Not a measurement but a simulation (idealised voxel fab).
A process module follows: voxel gate over fins.
Shown is cross-section cut, with a width of 285 nm and square cells of size 5 nm.
A cross-section is written here as square cells arranged in a grid, and it is given in bands from the top down, each band taking up one or more rows of cells.
Within each band entry, the heights of the top and of the bottom of the band appear first, in that order and in nm; the materials of the band then follow from left to right, each with its corresponding width in nm. The designation "throughout" on a single material indicates that it fills the band from edge to edge; the designation "air" indicates empty space.
All heights in this document are referenced to 0, defined as the level beneath which the wafer, as received, consists entirely of one material. The lowest band is not bounded below; it extends indefinitely downward and is written in the form "top 0, no bottom".
You'd read "30..40" like this: the band's top row of cells is as wide as the first number, its bottom row is as wide as the second, and going down, every row changes width by the same amount as the row before did.
"same as before" after a step means that no cell of the cross-section changed.
Each empty space that has no open way to the top and spans at least 8 cells appears under "Completely sealed voids" as width x height at distance, the distance counted from the left edge, all in nm.
Past the settings on a step's line: simulator remark, on that step.
When a step includes a mask, the "overlay nm" setting on its line states how far to the right of its planned place that mask lay, and negative values state how far to the left.

### Process steps - plan
1 RECEIVE: material Si
2 CONFORMAL_DEP: material SiN, thk nm 10
3 MASKED_ETCH: tone cover, mask id FINS, width nm 15, pitch nm 40, etch materials SiN, depth nm 10, overlay nm 0
4 MASKED_ETCH: tone cover, mask id FINS, width nm 15, pitch nm 40, etch materials Si, depth nm 40, overlay nm 0
5 OXIDIZE: depth nm 5
6 FILL_DEP: material SiO2, thk nm 10
7 CMP: height nm 10
8 SELECTIVE_ETCH: etch materials SiO2, depth nm 25
9 STRIP: etch materials SiN
10 CONFORMAL_DEP: material HfO2, thk nm 5
11 CONFORMAL_DEP: material TiN, thk nm 5
12 FILL_DEP: material W, thk nm 15
13 CMP: height nm 20
14 CONFORMAL_DEP: material SiN, thk nm 5

### As received (post step 1): cross-section
    top 0, no bottom | Si throughout
    Completely sealed voids: none

### Cross-sectional image of the first of two wafers at the end of the module, the run having proceeded as planned
    top 25, bottom 20 | SiN throughout
    top 20, bottom 10 | W throughout
    top 10, bottom 5 | W 70 nm; TiN 25 nm; W 15 nm; TiN 25 nm; W 15 nm; TiN 25 nm; W 15 nm; TiN 25 nm; W 70 nm
    top 5, bottom 0 | W 70 nm; TiN 5 nm; HfO2 15 nm; TiN 5 nm; W 15 nm; TiN 5 nm; HfO2 15 nm; TiN 5 nm; W 15 nm; TiN 5 nm; HfO2 15 nm; TiN 5 nm; W 15 nm; TiN 5 nm; HfO2 15 nm; TiN 5 nm; W 70 nm
    top 0, bottom -5 | W 70 nm; TiN 5 nm; HfO2 5 nm; Si 5 nm; HfO2 5 nm; TiN 5 nm; W 15 nm; TiN 5 nm; HfO2 5 nm; Si 5 nm; HfO2 5 nm; TiN 5 nm; W 15 nm; TiN 5 nm; HfO2 5 nm; Si 5 nm; HfO2 5 nm; TiN 5 nm; W 15 nm; TiN 5 nm; HfO2 5 nm; Si 5 nm; HfO2 5 nm; TiN 5 nm; W 70 nm
    top -5, bottom -10 | TiN 75 nm; HfO2 5 nm; Si 5 nm; HfO2 5 nm; TiN 25 nm; HfO2 5 nm; Si 5 nm; HfO2 5 nm; TiN 25 nm; HfO2 5 nm; Si 5 nm; HfO2 5 nm; TiN 25 nm; HfO2 5 nm; Si 5 nm; HfO2 5 nm; TiN 75 nm
    top -10, bottom -15 | HfO2 80 nm; Si 5 nm; HfO2 35 nm; Si 5 nm; HfO2 35 nm; Si 5 nm; HfO2 35 nm; Si 5 nm; HfO2 80 nm
    top -15, bottom -45 | SiO2 80 nm; Si 5 nm; SiO2 35 nm; Si 5 nm; SiO2 35 nm; Si 5 nm; SiO2 35 nm; Si 5 nm; SiO2 80 nm
    top -45, no bottom | Si throughout
    Completely sealed voids: none

### Cross-sectional view of the second of two wafers upon completion of the module. This wafer shared its starting condition and process plan with the first; one error was made during its execution
    top 25, bottom 20 | SiN throughout
    top 20, bottom 10 | W throughout
    top 10, bottom 5 | W 70 nm; HfO2 25 nm; W 15 nm; HfO2 25 nm; W 15 nm; HfO2 25 nm; W 15 nm; HfO2 25 nm; W 70 nm
    top 5, bottom 0 | W 70 nm; HfO2 5 nm; TiN 15 nm; HfO2 5 nm; W 15 nm; HfO2 5 nm; TiN 15 nm; HfO2 5 nm; W 15 nm; HfO2 5 nm; TiN 15 nm; HfO2 5 nm; W 15 nm; HfO2 5 nm; TiN 15 nm; HfO2 5 nm; W 70 nm
    top 0, bottom -5 | W 70 nm; HfO2 5 nm; TiN 5 nm; Si 5 nm; TiN 5 nm; HfO2 5 nm; W 15 nm; HfO2 5 nm; TiN 5 nm; Si 5 nm; TiN 5 nm; HfO2 5 nm; W 15 nm; HfO2 5 nm; TiN 5 nm; Si 5 nm; TiN 5 nm; HfO2 5 nm; W 15 nm; HfO2 5 nm; TiN 5 nm; Si 5 nm; TiN 5 nm; HfO2 5 nm; W 70 nm
    top -5, bottom -10 | HfO2 75 nm; TiN 5 nm; Si 5 nm; TiN 5 nm; HfO2 25 nm; TiN 5 nm; Si 5 nm; TiN 5 nm; HfO2 25 nm; TiN 5 nm; Si 5 nm; TiN 5 nm; HfO2 25 nm; TiN 5 nm; Si 5 nm; TiN 5 nm; HfO2 75 nm
    top -10, bottom -15 | TiN 80 nm; Si 5 nm; TiN 35 nm; Si 5 nm; TiN 35 nm; Si 5 nm; TiN 35 nm; Si 5 nm; TiN 80 nm
    top -15, bottom -45 | SiO2 80 nm; Si 5 nm; SiO2 35 nm; Si 5 nm; SiO2 35 nm; Si 5 nm; SiO2 35 nm; Si 5 nm; SiO2 80 nm
    top -45, no bottom | Si throughout
    Completely sealed voids: none
So what did we get wrong on this run? note: step 10 <-> step 11, run order reversed vs plan
Same inventory, different map: at the end, the second wafer holds as many cells of each material as the first, placed elsewhere.
